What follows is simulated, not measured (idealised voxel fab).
process module | voxel self aligned vias
Cross-sectional view cut (width: 290 nm; square cell size: 5 nm).
Notation: cross-section as square-cell grid; stated in bands, top first, going down; one or more cell rows per band. Heights first: top, then bottom, in nm. Then materials, left to right, each with a width in nm. "full width" on a single material: fills the band edge to edge. "empty": empty space. Height is counted from the level 0, under which the received wafer is composed throughout of one material. The lowest of the bands is not closed at the bottom but continues downward, in the notation "top 0, no bottom". You'd read "30..40" like this: the band's top row of cells is as wide as the first number, its bottom row is as wide as the second, and going down, every row changes width by the same amount as the row before did. Any step labelled "identical to before" changed none of the cells in the cross-section. The entry "Non-vented voids" lists the empty spaces that cover at least 8 cells and have no open path to the top. Each is written as width x height at distance, where the distance is measured from the left edge and all three values are in nm. On a step's line, text after the settings is the simulator commenting on that step. overlay nm: mask offset rightward from planned place, masked step; negative means leftward offset.
THE PLANNED PROCESS STEPS ARE ENUMERATED HEREUNDER
| 1 | RECEIVE: material Si |
| 2 | CONFORMAL_DEP: material SiO2, thk nm 15 |
| 3 | CONFORMAL_DEP: material SiCN, thk nm 5 |
| 4 | DIRECTIONAL_DEP: material lowk, thk nm 20 |
| 5 | DIRECTIONAL_DEP: material aC, thk nm 15 |
| 6 | PATTERN: tone open, mask id LINES, material resist, width nm 30, pitch nm 75, thk nm 35, overlay nm 0 |
| 7 | DIRECTIONAL_ETCH: etch materials aC, depth nm 15 |
| 8 | STRIP: etch materials resist |
| 9 | DIRECTIONAL_ETCH: etch materials lowk, depth nm 20 |
| 10 | STRIP: etch materials aC |
| 11 | CONFORMAL_DEP: material TiN, thk nm 5 |
| 12 | FILL_DEP: material W, thk nm 5 |
| 13 | CMP: height nm 40 |
| 14 | SELECTIVE_ETCH: etch materials W Ru TiN, depth nm 10 |
| 15 | FILL_DEP: material SiN, thk nm 5 |
| 16 | CMP: height nm 40 |
| 17 | DIRECTIONAL_DEP: material lowk, thk nm 15 |
| 18 | MASKED_ETCH: tone open, mask id VIAS, width nm 50, pitch nm 75, etch materials lowk, depth nm 15, overlay nm 0 |
| 19 | MASKED_ETCH: tone open, mask id VIAS, width nm 50, pitch nm 75, etch materials SiN, depth nm 10, overlay nm 0 |
| 20 | CONFORMAL_DEP: material TiN, thk nm 5 |
| 21 | FILL_DEP: material Ru, thk nm 10 |
| 22 | CMP: height nm 55 |
| 23 | CONFORMAL_DEP: material SiCN, thk nm 5 |
WHAT FOLLOWS COVERS THE FIRST OF TWO WAFERS; IT RAN AS PLANNED
CROSS-SECTION OF THE WAFER AT RECEIPT, WHICH IS THE CONDITION AFTER STEP 1
	top 0, no bottom = Si full width
	Non-vented voids: none
CROSS-SECTIONAL REPRESENTATION OF THE WAFER AT THE CONCLUSION OF STEP 2
	top 15, bottom 0 = SiO2 full width
	Note: structure below 0 unchanged.
CROSS-SECTIONAL REPRESENTATION OF THE WAFER AT THE CONCLUSION OF STEP 3
	top 20, bottom 15 = SiCN full width
	Note: structure below 15 unchanged.
CROSS-SECTIONAL REPRESENTATION OF THE WAFER AT THE CONCLUSION OF STEP 4
	top 40, bottom 20 = lowk full width
	Note: structure below 20 unchanged.
CROSS-SECTIONAL REPRESENTATION OF THE WAFER AT THE CONCLUSION OF STEP 5
	top 55, bottom 40 = aC full width
	Note: structure below 40 unchanged.
CROSS-SECTIONAL REPRESENTATION OF THE WAFER AT THE CONCLUSION OF STEP 6
	top 90, bottom 55 = 55 nm resist, 30 nm empty, 45 nm resist, 30 nm empty, 45 nm resist, 30 nm empty, 55 nm resist
	Note: structure below 55 unchanged.
CROSS-SECTIONAL REPRESENTATION OF THE WAFER AT THE CONCLUSION OF STEP 7
	top 75, bottom 55 = 55 nm resist, 30 nm empty, 45 nm resist, 30 nm empty, 45 nm resist, 30 nm empty, 55 nm resist
	top 55, bottom 40 = 55 nm aC, 30 nm empty, 45 nm aC, 30 nm empty, 45 nm aC, 30 nm empty, 55 nm aC
	Note: structure below 40 unchanged.
CROSS-SECTIONAL REPRESENTATION OF THE WAFER AT THE CONCLUSION OF STEP 8
	top 55, bottom 40 = 55 nm aC, 30 nm empty, 45 nm aC, 30 nm empty, 45 nm aC, 30 nm empty, 55 nm aC
	Note: structure below 40 unchanged.
CROSS-SECTIONAL REPRESENTATION OF THE WAFER AT THE CONCLUSION OF STEP 9
	top 55, bottom 40 = 55 nm aC, 30 nm empty, 45 nm aC, 30 nm empty, 45 nm aC, 30 nm empty, 55 nm aC
	top 40, bottom 20 = 55 nm lowk, 30 nm empty, 45 nm lowk, 30 nm empty, 45 nm lowk, 30 nm empty, 55 nm lowk
	Note: structure below 20 unchanged.
CROSS-SECTIONAL REPRESENTATION OF THE WAFER AT THE CONCLUSION OF STEP 10
	top 40, bottom 20 = 55 nm lowk, 30 nm empty, 45 nm lowk, 30 nm empty, 45 nm lowk, 30 nm empty, 55 nm lowk
	Note: structure below 20 unchanged.
CROSS-SECTIONAL REPRESENTATION OF THE WAFER AT THE CONCLUSION OF STEP 11
	top 45, bottom 40 = 60 nm TiN, 20 nm empty, 55 nm TiN, 20 nm empty, 55 nm TiN, 20 nm empty, 60 nm TiN
	top 40, bottom 25 = 55 nm lowk, 5 nm TiN, 20 nm empty, 5 nm TiN, 45 nm lowk, 5 nm TiN, 20 nm empty, 5 nm TiN, 45 nm lowk, 5 nm TiN, 20 nm empty, 5 nm TiN, 55 nm lowk
	top 25, bottom 20 = 55 nm lowk, 30 nm TiN, 45 nm lowk, 30 nm TiN, 45 nm lowk, 30 nm TiN, 55 nm lowk
	Note: structure below 20 unchanged.
CROSS-SECTIONAL REPRESENTATION OF THE WAFER AT THE CONCLUSION OF STEP 12
	top 50, bottom 45 = W full width
	top 45, bottom 40 = 60 nm TiN, 20 nm W, 55 nm TiN, 20 nm W, 55 nm TiN, 20 nm W, 60 nm TiN
	top 40, bottom 25 = 55 nm lowk, 5 nm TiN, 20 nm W, 5 nm TiN, 45 nm lowk, 5 nm TiN, 20 nm W, 5 nm TiN, 45 nm lowk, 5 nm TiN, 20 nm W, 5 nm TiN, 55 nm lowk
	Note: structure below 25 unchanged.
CROSS-SECTIONAL REPRESENTATION OF THE WAFER AT THE CONCLUSION OF STEP 13
	top 40, bottom 25 = 55 nm lowk, 5 nm TiN, 20 nm W, 5 nm TiN, 45 nm lowk, 5 nm TiN, 20 nm W, 5 nm TiN, 45 nm lowk, 5 nm TiN, 20 nm W, 5 nm TiN, 55 nm lowk
	Note: structure below 25 unchanged.
CROSS-SECTIONAL REPRESENTATION OF THE WAFER AT THE CONCLUSION OF STEP 14
	top 40, bottom 30 = 55 nm lowk, 30 nm empty, 45 nm lowk, 30 nm empty, 45 nm lowk, 30 nm empty, 55 nm lowk
	Note: structure below 30 unchanged.
CROSS-SECTIONAL REPRESENTATION OF THE WAFER AT THE CONCLUSION OF STEP 15
	top 45, bottom 40 = SiN full width
	top 40, bottom 30 = 55 nm lowk, 30 nm SiN, 45 nm lowk, 30 nm SiN, 45 nm lowk, 30 nm SiN, 55 nm lowk
	Note: structure below 30 unchanged.
CROSS-SECTIONAL REPRESENTATION OF THE WAFER AT THE CONCLUSION OF STEP 16
	top 40, bottom 30 = 55 nm lowk, 30 nm SiN, 45 nm lowk, 30 nm SiN, 45 nm lowk, 30 nm SiN, 55 nm lowk
	Note: structure below 30 unchanged.
CROSS-SECTIONAL REPRESENTATION OF THE WAFER AT THE CONCLUSION OF STEP 17
	top 55, bottom 40 = lowk full width
	Note: structure below 40 unchanged.
CROSS-SECTIONAL REPRESENTATION OF THE WAFER AT THE CONCLUSION OF STEP 18
	top 55, bottom 40 = 45 nm lowk, 50 nm empty, 25 nm lowk, 50 nm empty, 25 nm lowk, 50 nm empty, 45 nm lowk
	Note: structure below 40 unchanged.
CROSS-SECTIONAL REPRESENTATION OF THE WAFER AT THE CONCLUSION OF STEP 19
	top 55, bottom 40 = 45 nm lowk, 50 nm empty, 25 nm lowk, 50 nm empty, 25 nm lowk, 50 nm empty, 45 nm lowk
	top 40, bottom 30 = 55 nm lowk, 30 nm empty, 45 nm lowk, 30 nm empty, 45 nm lowk, 30 nm empty, 55 nm lowk
	Note: structure below 30 unchanged.
CROSS-SECTIONAL REPRESENTATION OF THE WAFER AT THE CONCLUSION OF STEP 20
	top 60, bottom 55 = 50 nm TiN, 40 nm empty, 35 nm TiN, 40 nm empty, 35 nm TiN, 40 nm empty, 50 nm TiN
	top 55, bottom 45 = 45 nm lowk, 5 nm TiN, 40 nm empty, 5 nm TiN, 25 nm lowk, 5 nm TiN, 40 nm empty, 5 nm TiN, 25 nm lowk, 5 nm TiN, 40 nm empty, 5 nm TiN, 45 nm lowk
	top 45, bottom 35 = 45..55 nm lowk, 15..5 nm TiN, 20 nm empty, 15..5 nm TiN, 25..45 nm lowk, 15..5 nm TiN, 20 nm empty, 15..5 nm TiN, 25..45 nm lowk, 15..5 nm TiN, 20 nm empty, 15..5 nm TiN, 45..55 nm lowk
	top 35, bottom 30 = 55 nm lowk, 30 nm TiN, 45 nm lowk, 30 nm TiN, 45 nm lowk, 30 nm TiN, 55 nm lowk
	Note: structure below 30 unchanged.
CROSS-SECTIONAL REPRESENTATION OF THE WAFER AT THE CONCLUSION OF STEP 21
	top 70, bottom 60 = Ru full width
	top 60, bottom 55 = 50 nm TiN, 40 nm Ru, 35 nm TiN, 40 nm Ru, 35 nm TiN, 40 nm Ru, 50 nm TiN
	top 55, bottom 45 = 45 nm lowk, 5 nm TiN, 40 nm Ru, 5 nm TiN, 25 nm lowk, 5 nm TiN, 40 nm Ru, 5 nm TiN, 25 nm lowk, 5 nm TiN, 40 nm Ru, 5 nm TiN, 45 nm lowk
	top 45, bottom 35 = 45..55 nm lowk, 15..5 nm TiN, 20 nm Ru, 15..5 nm TiN, 25..45 nm lowk, 15..5 nm TiN, 20 nm Ru, 15..5 nm TiN, 25..45 nm lowk, 15..5 nm TiN, 20 nm Ru, 15..5 nm TiN, 45..55 nm lowk
	Note: structure below 35 unchanged.
CROSS-SECTIONAL REPRESENTATION OF THE WAFER AT THE CONCLUSION OF STEP 22
	top 55, bottom 45 = 45 nm lowk, 5 nm TiN, 40 nm Ru, 5 nm TiN, 25 nm lowk, 5 nm TiN, 40 nm Ru, 5 nm TiN, 25 nm lowk, 5 nm TiN, 40 nm Ru, 5 nm TiN, 45 nm lowk
	Note: structure below 45 unchanged.
CROSS-SECTIONAL REPRESENTATION OF THE WAFER AT THE CONCLUSION OF STEP 23
	top 60, bottom 55 = SiCN full width
	Note: structure below 55 unchanged.
SECOND WAFER (IDENTICAL START AND PLAN, ONE PROCESSING ERROR; MATCHES FIRST WAFER THROUGH STEP 2)
THE SECOND WAFER CUT THROUGH, AT THE TIME STEP 3 WAS SUPPOSED TO BE FINISHED
	top 20, bottom 15 = lowk full width
	Note: structure below 15 unchanged.
THE SECOND WAFER CUT THROUGH, AT THE TIME STEP 4 WAS SUPPOSED TO BE FINISHED
	top 40, bottom 15 = lowk full width
	Note: structure below 15 unchanged.
THE SECOND WAFER CUT THROUGH, AT THE TIME STEP 5 WAS SUPPOSED TO BE FINISHED
	top 55, bottom 40 = aC full width
	Note: structure below 40 unchanged.
THE SECOND WAFER CUT THROUGH, AT THE TIME STEP 6 WAS SUPPOSED TO BE FINISHED
	top 90, bottom 55 = 55 nm resist, 30 nm empty, 45 nm resist, 30 nm empty, 45 nm resist, 30 nm empty, 55 nm resist
	Note: structure below 55 unchanged.
THE SECOND WAFER CUT THROUGH, AT THE TIME STEP 7 WAS SUPPOSED TO BE FINISHED
	top 75, bottom 55 = 55 nm resist, 30 nm empty, 45 nm resist, 30 nm empty, 45 nm resist, 30 nm empty, 55 nm resist
	top 55, bottom 40 = 55 nm aC, 30 nm empty, 45 nm aC, 30 nm empty, 45 nm aC, 30 nm empty, 55 nm aC
	Note: structure below 40 unchanged.
THE SECOND WAFER CUT THROUGH, AT THE TIME STEP 8 WAS SUPPOSED TO BE FINISHED
	top 55, bottom 40 = 55 nm aC, 30 nm empty, 45 nm aC, 30 nm empty, 45 nm aC, 30 nm empty, 55 nm aC
	Note: structure below 40 unchanged.
THE SECOND WAFER CUT THROUGH, AT THE TIME STEP 9 WAS SUPPOSED TO BE FINISHED
	top 55, bottom 40 = 55 nm aC, 30 nm empty, 45 nm aC, 30 nm empty, 45 nm aC, 30 nm empty, 55 nm aC
	top 40, bottom 20 = 55 nm lowk, 30 nm empty, 45 nm lowk, 30 nm empty, 45 nm lowk, 30 nm empty, 55 nm lowk
	Note: structure below 20 unchanged.
THE SECOND WAFER CUT THROUGH, AT THE TIME STEP 10 WAS SUPPOSED TO BE FINISHED
	top 40, bottom 20 = 55 nm lowk, 30 nm empty, 45 nm lowk, 30 nm empty, 45 nm lowk, 30 nm empty, 55 nm lowk
	Note: structure below 20 unchanged.
THE SECOND WAFER CUT THROUGH, AT THE TIME STEP 11 WAS SUPPOSED TO BE FINISHED
	top 45, bottom 40 = 60 nm TiN, 20 nm empty, 55 nm TiN, 20 nm empty, 55 nm TiN, 20 nm empty, 60 nm TiN
	top 40, bottom 25 = 55 nm lowk, 5 nm TiN, 20 nm empty, 5 nm TiN, 45 nm lowk, 5 nm TiN, 20 nm empty, 5 nm TiN, 45 nm lowk, 5 nm TiN, 20 nm empty, 5 nm TiN, 55 nm lowk
	top 25, bottom 20 = 55 nm lowk, 30 nm TiN, 45 nm lowk, 30 nm TiN, 45 nm lowk, 30 nm TiN, 55 nm lowk
	Note: structure below 20 unchanged.
THE SECOND WAFER CUT THROUGH, AT THE TIME STEP 12 WAS SUPPOSED TO BE FINISHED
	top 50, bottom 45 = W full width
	top 45, bottom 40 = 60 nm TiN, 20 nm W, 55 nm TiN, 20 nm W, 55 nm TiN, 20 nm W, 60 nm TiN
	top 40, bottom 25 = 55 nm lowk, 5 nm TiN, 20 nm W, 5 nm TiN, 45 nm lowk, 5 nm TiN, 20 nm W, 5 nm TiN, 45 nm lowk, 5 nm TiN, 20 nm W, 5 nm TiN, 55 nm lowk
	Note: structure below 25 unchanged.
THE SECOND WAFER CUT THROUGH, AT THE TIME STEP 13 WAS SUPPOSED TO BE FINISHED
	top 40, bottom 25 = 55 nm lowk, 5 nm TiN, 20 nm W, 5 nm TiN, 45 nm lowk, 5 nm TiN, 20 nm W, 5 nm TiN, 45 nm lowk, 5 nm TiN, 20 nm W, 5 nm TiN, 55 nm lowk
	Note: structure below 25 unchanged.
THE SECOND WAFER CUT THROUGH, AT THE TIME STEP 14 WAS SUPPOSED TO BE FINISHED
	top 40, bottom 30 = 55 nm lowk, 30 nm empty, 45 nm lowk, 30 nm empty, 45 nm lowk, 30 nm empty, 55 nm lowk
	Note: structure below 30 unchanged.
THE SECOND WAFER CUT THROUGH, AT THE TIME STEP 15 WAS SUPPOSED TO BE FINISHED
	top 45, bottom 40 = SiN full width
	top 40, bottom 30 = 55 nm lowk, 30 nm SiN, 45 nm lowk, 30 nm SiN, 45 nm lowk, 30 nm SiN, 55 nm lowk
	Note: structure below 30 unchanged.
THE SECOND WAFER CUT THROUGH, AT THE TIME STEP 16 WAS SUPPOSED TO BE FINISHED
	top 40, bottom 30 = 55 nm lowk, 30 nm SiN, 45 nm lowk, 30 nm SiN, 45 nm lowk, 30 nm SiN, 55 nm lowk
	Note: structure below 30 unchanged.
THE SECOND WAFER CUT THROUGH, AT THE TIME STEP 17 WAS SUPPOSED TO BE FINISHED
	top 55, bottom 40 = lowk full width
	Note: structure below 40 unchanged.
THE SECOND WAFER CUT THROUGH, AT THE TIME STEP 18 WAS SUPPOSED TO BE FINISHED
	top 55, bottom 40 = 45 nm lowk, 50 nm empty, 25 nm lowk, 50 nm empty, 25 nm lowk, 50 nm empty, 45 nm lowk
	Note: structure below 40 unchanged.
THE SECOND WAFER CUT THROUGH, AT THE TIME STEP 19 WAS SUPPOSED TO BE FINISHED
	top 55, bottom 40 = 45 nm lowk, 50 nm empty, 25 nm lowk, 50 nm empty, 25 nm lowk, 50 nm empty, 45 nm lowk
	top 40, bottom 30 = 55 nm lowk, 30 nm empty, 45 nm lowk, 30 nm empty, 45 nm lowk, 30 nm empty, 55 nm lowk
	Note: structure below 30 unchanged.
THE SECOND WAFER CUT THROUGH, AT THE TIME STEP 20 WAS SUPPOSED TO BE FINISHED
	top 60, bottom 55 = 50 nm TiN, 40 nm empty, 35 nm TiN, 40 nm empty, 35 nm TiN, 40 nm empty, 50 nm TiN
	top 55, bottom 45 = 45 nm lowk, 5 nm TiN, 40 nm empty, 5 nm TiN, 25 nm lowk, 5 nm TiN, 40 nm empty, 5 nm TiN, 25 nm lowk, 5 nm TiN, 40 nm empty, 5 nm TiN, 45 nm lowk
	top 45, bottom 35 = 45..55 nm lowk, 15..5 nm TiN, 20 nm empty, 15..5 nm TiN, 25..45 nm lowk, 15..5 nm TiN, 20 nm empty, 15..5 nm TiN, 25..45 nm lowk, 15..5 nm TiN, 20 nm empty, 15..5 nm TiN, 45..55 nm lowk
	top 35, bottom 30 = 55 nm lowk, 30 nm TiN, 45 nm lowk, 30 nm TiN, 45 nm lowk, 30 nm TiN, 55 nm lowk
	Note: structure below 30 unchanged.
THE SECOND WAFER CUT THROUGH, AT THE TIME STEP 21 WAS SUPPOSED TO BE FINISHED
	top 70, bottom 60 = Ru full width
	top 60, bottom 55 = 50 nm TiN, 40 nm Ru, 35 nm TiN, 40 nm Ru, 35 nm TiN, 40 nm Ru, 50 nm TiN
	top 55, bottom 45 = 45 nm lowk, 5 nm TiN, 40 nm Ru, 5 nm TiN, 25 nm lowk, 5 nm TiN, 40 nm Ru, 5 nm TiN, 25 nm lowk, 5 nm TiN, 40 nm Ru, 5 nm TiN, 45 nm lowk
	top 45, bottom 35 = 45..55 nm lowk, 15..5 nm TiN, 20 nm Ru, 15..5 nm TiN, 25..45 nm lowk, 15..5 nm TiN, 20 nm Ru, 15..5 nm TiN, 25..45 nm lowk, 15..5 nm TiN, 20 nm Ru, 15..5 nm TiN, 45..55 nm lowk
	Note: structure below 35 unchanged.
THE SECOND WAFER CUT THROUGH, AT THE TIME STEP 22 WAS SUPPOSED TO BE FINISHED
	top 55, bottom 45 = 45 nm lowk, 5 nm TiN, 40 nm Ru, 5 nm TiN, 25 nm lowk, 5 nm TiN, 40 nm Ru, 5 nm TiN, 25 nm lowk, 5 nm TiN, 40 nm Ru, 5 nm TiN, 45 nm lowk
	Note: structure below 45 unchanged.
THE SECOND WAFER CUT THROUGH, AT THE TIME STEP 23 WAS SUPPOSED TO BE FINISHED
	top 60, bottom 55 = SiCN full width
	Note: structure below 55 unchanged.
So what did we get wrong on this run? step 3, actual vs plan mismatch, actual run CONFORMAL_DEP: material lowk, thk nm 5
Final tally in cells, some materials are higher or lower on the second wafer than on the first: 58 fewer of SiCN | 58 more of lowk
